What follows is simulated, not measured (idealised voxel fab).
The following process module bears the name voxel ribs on slabs.
We display cut, a cross-section 295 nm in width whose square cells are each 5 nm.
Reading order for cross-sections: top band down to bottom band. Underlying form: a grid of square cells. Band size: one or more rows of cells.
This entry defines a band. It first specifies the height of the band's top and the height of its bottom in nm, and then specifies the band's materials from left to right, stating each material with its width in nm. The word "all across" identifies a single material that fills the band from edge to edge, while the word "air" identifies empty space.
Where do heights start? At 0: under that level the wafer as delivered is made of one material only. And the lowest band has no floor; it just carries on downward, as in "0..down".
So if you see something like "30..40" for the width, read it as the top row of the band sitting at the first number and the bottom row at the second, with every row in between moving by the same amount as the last.
"nothing altered" -> step changed no cross-section cell.
In "Completely enclosed voids" the enclosed voids are listed, meaning empty spaces of 8 cells or larger without any opening to the top. The form is width x height at distance, distance from the left edge, units nm.
Formally, on a step line, whatever follows the settings is a remark that the simulator itself makes on the step.
On any step carrying a mask, the "overlay nm" setting, if present on the step's line, tells how far right of its planned place the mask lay; negative values point to the left.

Process steps foreseen in the plan
- 1: RECEIVE (material Si)
- 2: DIRECTIONAL_DEP (material SiO2; thk nm 30)
- 3: DIRECTIONAL_DEP (material SiN; thk nm 15)
- 4: DIRECTIONAL_DEP (material aC; thk nm 10)
- 5: PATTERN (tone cover; mask id RIB; material resist; width nm 20; thk nm 25; overlay nm 0)
- 6: DIRECTIONAL_ETCH (etch materials aC; depth nm 10)
- 7: STRIP (etch materials resist)
- 8: DIRECTIONAL_ETCH (etch materials SiN; depth nm 5)
- 9: STRIP (etch materials aC)
- 10: PATTERN (tone cover; mask id SLAB; material resist; width nm 70; thk nm 15; overlay nm 0)
- 11: DIRECTIONAL_ETCH (etch materials SiN; depth nm 10)
- 12: STRIP (etch materials resist)
- 13: FILL_DEP (material SiO2; thk nm 20)
- 14: CMP (height nm 55)
- 15: DIRECTIONAL_DEP (material TiN; thk nm 5)
- 16: PATTERN (tone cover; mask id HEATER; material resist; width nm 30; thk nm 15; overlay nm 0)
- 17: DIRECTIONAL_ETCH (etch materials TiN; depth nm 5)
- 18: STRIP (etch materials resist)
- 19: CONFORMAL_DEP (material SiN; thk nm 10)

Of two wafers, the first: run according to plan

Cross-section of the incoming wafer, state after step 1
0..down  Si all across
Completely enclosed voids: none

Wafer after step 2 (cross-section)
30..0  SiO2 all across
Nothing below the height 0 has changed.

Wafer after step 3 (cross-section)
45..30  SiN all across
Nothing below the height 30 has changed.

Wafer after step 4 (cross-section)
55..45  aC all across
Nothing below the height 45 has changed.

Wafer after step 5 (cross-section)
80..55  air 135 nm / resist 20 nm / air 140 nm
Nothing below the height 55 has changed.

Wafer after step 6 (cross-section)
70..55  air 135 nm / resist 20 nm / air 140 nm
55..45  air 135 nm / aC 20 nm / air 140 nm
Nothing below the height 45 has changed.

Wafer after step 7 (cross-section)
55..45  air 135 nm / aC 20 nm / air 140 nm
Nothing below the height 45 has changed.

Wafer after step 8 (cross-section)
55..45  air 135 nm / aC 20 nm / air 140 nm
45..40  air 135 nm / SiN 20 nm / air 140 nm
Nothing below the height 40 has changed.

Wafer after step 9 (cross-section)
45..40  air 135 nm / SiN 20 nm / air 140 nm
Nothing below the height 40 has changed.

Wafer after step 10 (cross-section)
60..45  air 110 nm / resist 70 nm / air 115 nm
45..40  air 110 nm / resist 25 nm / SiN 20 nm / resist 25 nm / air 115 nm
Nothing below the height 40 has changed.

Wafer after step 11 (cross-section)
60..45  air 110 nm / resist 70 nm / air 115 nm
45..40  air 110 nm / resist 25 nm / SiN 20 nm / resist 25 nm / air 115 nm
40..30  air 110 nm / SiN 70 nm / air 115 nm
Nothing below the height 30 has changed.

Wafer after step 12 (cross-section)
45..40  air 135 nm / SiN 20 nm / air 140 nm
Nothing below the height 40 has changed.

Wafer after step 13 (cross-section)
65..45  SiO2 all across
45..40  SiO2 135 nm / SiN 20 nm / SiO2 140 nm
40..30  SiO2 110 nm / SiN 70 nm / SiO2 115 nm
Nothing below the height 30 has changed.

Wafer after step 14 (cross-section)
55..45  SiO2 all across
Nothing below the height 45 has changed.

Wafer after step 15 (cross-section)
60..55  TiN all across
Nothing below the height 55 has changed.

Wafer after step 16 (cross-section)
75..60  air 130 nm / resist 30 nm / air 135 nm
Nothing below the height 60 has changed.

Wafer after step 17 (cross-section)
75..60  air 130 nm / resist 30 nm / air 135 nm
60..55  air 130 nm / TiN 30 nm / air 135 nm
Nothing below the height 55 has changed.

Wafer after step 18 (cross-section)
60..55  air 130 nm / TiN 30 nm / air 135 nm
Nothing below the height 55 has changed.

Wafer after step 19 (cross-section)
70..65  air 120 nm / SiN 50 nm / air 125 nm
65..60  SiN all across
60..55  SiN 130 nm / TiN 30 nm / SiN 135 nm
Nothing below the height 55 has changed.

Wafer two. Same start, same plan, one slip in execution. Same as wafer one through step 14, inclusive

Look at the second wafer in cross-section at the time step 15 ought to have finished
70..55  TiN all across
Nothing below the height 55 has changed.

Look at the second wafer in cross-section at the time step 16 ought to have finished
85..70  air 130 nm / resist 30 nm / air 135 nm
Nothing below the height 70 has changed.

Look at the second wafer in cross-section at the time step 17 ought to have finished
85..70  air 130 nm / resist 30 nm / air 135 nm
70..65  air 130 nm / TiN 30 nm / air 135 nm
Nothing below the height 65 has changed.

Look at the second wafer in cross-section at the time step 18 ought to have finished
70..65  air 130 nm / TiN 30 nm / air 135 nm
Nothing below the height 65 has changed.

Look at the second wafer in cross-section at the time step 19 ought to have finished
80..75  air 120 nm / SiN 50 nm / air 125 nm
75..70  SiN all across
70..65  SiN 130 nm / TiN 30 nm / SiN 135 nm
Nothing below the height 65 has changed.
Processing error: so step 15 ended up running with a different setting than we planned, it ran as DIRECTIONAL_DEP (material TiN; thk nm 15)
It is noted that, at the conclusion of processing, the second wafer exhibits a higher or lower cell count for certain materials relative to the first: 118 more of TiN
